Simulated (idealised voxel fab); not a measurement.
Process module, titled voxel self aligned contacts
cross-section cut | 260 nm wide | cells 5 nm
Cross-section, as written here: a square-cell grid given band by band from the top down, where a band holds one or more rows of cells.
The band entry comprises the height of the band's top followed by the height of its bottom, expressed in nm, and subsequently the band's materials from left to right, each stated together with its width in nm. Where a single material is marked with the word "everywhere", that material fills the band from edge to edge. The word "blank" represents empty space.
Height reference: 0 = level under which incoming wafer is all one material. Lowest band: no bottom, runs on downward, e.g. "z 0 and below".
It should be noted that a width expressed as "30..40" varies in equal increments from row to row of cells within the band, taking the value of the first number at the top row and that of the second number at the bottom row.
Basically "stayed the same" means that step didn't change any cell in the cross-section.
For the entry "Closed void list", the listed items are empty spaces with no open way to the top whose size is 8 cells or more; each item follows the pattern width x height at distance, where distance is from the left edge and all three are in nm.
Anything after a step's settings on that line? It's the simulator's own note about the step.
"overlay nm" answers the question of how far to the right of plan the mask lay on a step that has a mask, and when it is negative the answer is to the left.
# The steps planned for the process are as follows
1,RECEIVE [material Si]
2,CONFORMAL_DEP [material SiO2] [thk nm 5]
3,DIRECTIONAL_DEP [material polySi] [thk nm 30]
4,DIRECTIONAL_DEP [material SiN] [thk nm 25]
5,MASKED_ETCH [tone cover] [mask id GATE] [width nm 30] [pitch nm 75] [etch materials SiN] [depth nm 25] [overlay nm 0]
6,MASKED_ETCH [tone cover] [mask id GATE] [width nm 30] [pitch nm 75] [etch materials polySi] [depth nm 30] [overlay nm 0]
7,CONFORMAL_DEP [material SiN] [thk nm 10]
8,DIRECTIONAL_ETCH [etch materials SiN] [depth nm 10]
9,FILL_DEP [material SiO2] [thk nm 15]
10,CMP [height nm 65]
11,MASKED_ETCH [tone open] [mask id CONTACT] [width nm 45] [etch materials SiO2] [depth nm 65] [overlay nm 0]
12,CONFORMAL_DEP [material TiN] [thk nm 5]
13,FILL_DEP [material W] [thk nm 5]
14,CMP [height nm 65]
15,CONFORMAL_DEP [material SiN] [thk nm 5]
The value of width nm given for step 11 in the plan refers to the first wafer; the wafers vary in this setting and are alike at the start.
# As-received state after step 1, first of several wafers, cross-section
  z 0 and below | Si everywhere
  Closed void list: none
# Here is the cross-section of the first of several wafers at the end of the module, after its last step, step 15
  z 70 to 65 | SiN everywhere
  z 65 to 60 | SiO2=105 | TiN=15 | W=15 | TiN=15 | SiO2=110
  z 60 to 35 | SiO2=65 | SiN=50 | TiN=5 | W=15 | TiN=5 | SiN=50 | SiO2=70
  z 35 to 5 | SiO2=65 | SiN=10 | polySi=30 | SiN=10 | TiN=5 | W=15 | TiN=5 | SiN=10 | polySi=30 | SiN=10 | SiO2=70
  z 5 to 0 | SiO2=115 | TiN=25 | SiO2=120
  z 0 and below | Si everywhere
  Closed void list: none
# Module end, final wafer: cross-section
  z 70 to 65 | SiN everywhere
  z 65 to 60 | SiO2=95 | TiN=25 | W=15 | TiN=30 | SiO2=95
  z 60 to 35 | SiO2=65 | SiN=50 | TiN=5 | W=15 | TiN=5 | SiN=50 | SiO2=70
  z 35 to 5 | SiO2=65 | SiN=10 | polySi=30 | SiN=10 | TiN=5 | W=15 | TiN=5 | SiN=10 | polySi=30 | SiN=10 | SiO2=70
  z 5 to 0 | SiO2=115 | TiN=25 | SiO2=120
  z 0 and below | Si everywhere
  Closed void list: none
# Per-wafer rows below. For each material: cells gained (+) or lost (-) since the wafer was received, as of end of module. Then: closed voids
width nm 45; +200 SiN; +387 SiO2; +33 TiN; +36 W; +72 polySi; Closed void list: none
width nm 50; +200 SiN; +386 SiO2; +34 TiN; +36 W; +72 polySi; Closed void list: none
width nm 55; +200 SiN; +385 SiO2; +35 TiN; +36 W; +72 polySi; Closed void list: none
width nm 60; +200 SiN; +384 SiO2; +36 TiN; +36 W; +72 polySi; Closed void list: none
width nm 65; +200 SiN; +383 SiO2; +37 TiN; +36 W; +72 polySi; Closed void list: none
width nm 70; +200 SiN; +382 SiO2; +38 TiN; +36 W; +72 polySi; Closed void list: none
